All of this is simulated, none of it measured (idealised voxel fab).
Title: Process Module voxel gate over fins
For reference, the cross-section in this document is cut, with width 180 nm and square cells of 5 nm.
A cross-section in this document is a grid of square cells, and it is written down as bands, the top band listed before the ones below it; a band is made up of one or more rows of cells.
Within each band entry, the heights of the top and of the bottom of the band appear first, in that order and in nm; the materials of the band then follow from left to right, each with its corresponding width in nm. The designation "throughout" on a single material indicates that it fills the band from edge to edge; the designation "air" indicates empty space.
For the purposes of this specification, 0 denotes the height below which the wafer in its as-received condition is composed wholly of one material, and the lowermost band, lacking a lower limit, extends downward without end, as expressed in "0 down".
Width "30->40": first value at the band's top row of cells, second value at its bottom row, equal change from row to row.
"no change" after a step means that no cell of the cross-section changed.
"Fully sealed voids" lists enclosed empty spaces (at least 8 cells, no open path upward to the top), each as width x height at distance from the left edge, in nm.
Heads up: the bit after the settings on a step's line is the simulator's remark on that step.
overlay nm: on a step with a mask, how far right of its planned place the mask lay; negative means left.
Process steps (planned)
| 1 | RECEIVE, material Si |
| 2 | CONFORMAL_DEP, material SiN, thk nm 5 |
| 3 | DIRECTIONAL_DEP, material aC, thk nm 15 |
| 4 | PATTERN, tone cover, mask id FINS, material resist, width nm 15, pitch nm 40, thk nm 35, overlay nm 0 |
| 5 | DIRECTIONAL_ETCH, etch materials aC, depth nm 15 |
| 6 | STRIP, etch materials resist |
| 7 | DIRECTIONAL_ETCH, etch materials SiN, depth nm 5 |
| 8 | DIRECTIONAL_ETCH, etch materials Si, depth nm 30 |
| 9 | STRIP, etch materials aC |
| 10 | FILL_DEP, material SiO2, thk nm 10 |
| 11 | CMP, height nm 5 |
| 12 | SELECTIVE_ETCH, etch materials SiO2, depth nm 15 |
| 13 | STRIP, etch materials SiN |
| 14 | CONFORMAL_DEP, material HfO2, thk nm 5 |
| 15 | CONFORMAL_DEP, material TiN, thk nm 5 |
| 16 | FILL_DEP, material W, thk nm 10 |
| 17 | CMP, height nm 15 |
| 18 | CONFORMAL_DEP, material SiCN, thk nm 5 |
Wafer as received: cross-section following step 1
* 0 down | Si throughout
* Fully sealed voids: none
The first of the two wafers as seen in cross-section once the module was finished; processing followed the plan
* 20 to 15 | SiCN throughout
* 15 to 10 | W throughout
* 10 to 5 | W=10, then TiN=35, then W=5, then TiN=35, then W=5, then TiN=35, then W=5, then TiN=35, then W=15
* 5 to 0 | W=10, then TiN=5, then HfO2=25, then TiN=5, then W=5, then TiN=5, then HfO2=25, then TiN=5, then W=5, then TiN=5, then HfO2=25, then TiN=5, then W=5, then TiN=5, then HfO2=25, then TiN=5, then W=15
* 0 to -5 | TiN=15, then HfO2=5, then Si=15, then HfO2=5, then TiN=15, then HfO2=5, then Si=15, then HfO2=5, then TiN=15, then HfO2=5, then Si=15, then HfO2=5, then TiN=15, then HfO2=5, then Si=15, then HfO2=5, then TiN=20
* -5 to -10 | HfO2=20, then Si=15, then HfO2=25, then Si=15, then HfO2=25, then Si=15, then HfO2=25, then Si=15, then HfO2=25
* -10 to -30 | SiO2=20, then Si=15, then SiO2=25, then Si=15, then SiO2=25, then Si=15, then SiO2=25, then Si=15, then SiO2=25
* -30 down | Si throughout
* Fully sealed voids: none
Cross-section of the latter of the two wafers at module completion. It had an identical start and an identical plan to the former; in running it, one mistake was made
* 20 to 15 | SiCN throughout
* 15 to 5 | W throughout
* 5 to 0 | W=15, then TiN=25, then W=15, then TiN=25, then W=15, then TiN=25, then W=15, then TiN=25, then W=20
* 0 to -5 | W=15, then TiN=5, then Si=15, then TiN=5, then W=15, then TiN=5, then Si=15, then TiN=5, then W=15, then TiN=5, then Si=15, then TiN=5, then W=15, then TiN=5, then Si=15, then TiN=5, then W=20
* -5 to -10 | TiN=20, then Si=15, then TiN=25, then Si=15, then TiN=25, then Si=15, then TiN=25, then Si=15, then TiN=25
* -10 to -30 | SiO2=20, then Si=15, then SiO2=25, then Si=15, then SiO2=25, then Si=15, then SiO2=25, then Si=15, then SiO2=25
* -30 down | Si throughout
* Fully sealed voids: none
So what did we get wrong on this run? it should be noted that step 14 of the plan was omitted and was not performed
Bottom line after processing is that, in cells, the second wafer is up or down on some materials versus the first: HfO2: 52 fewer, W: 52 more
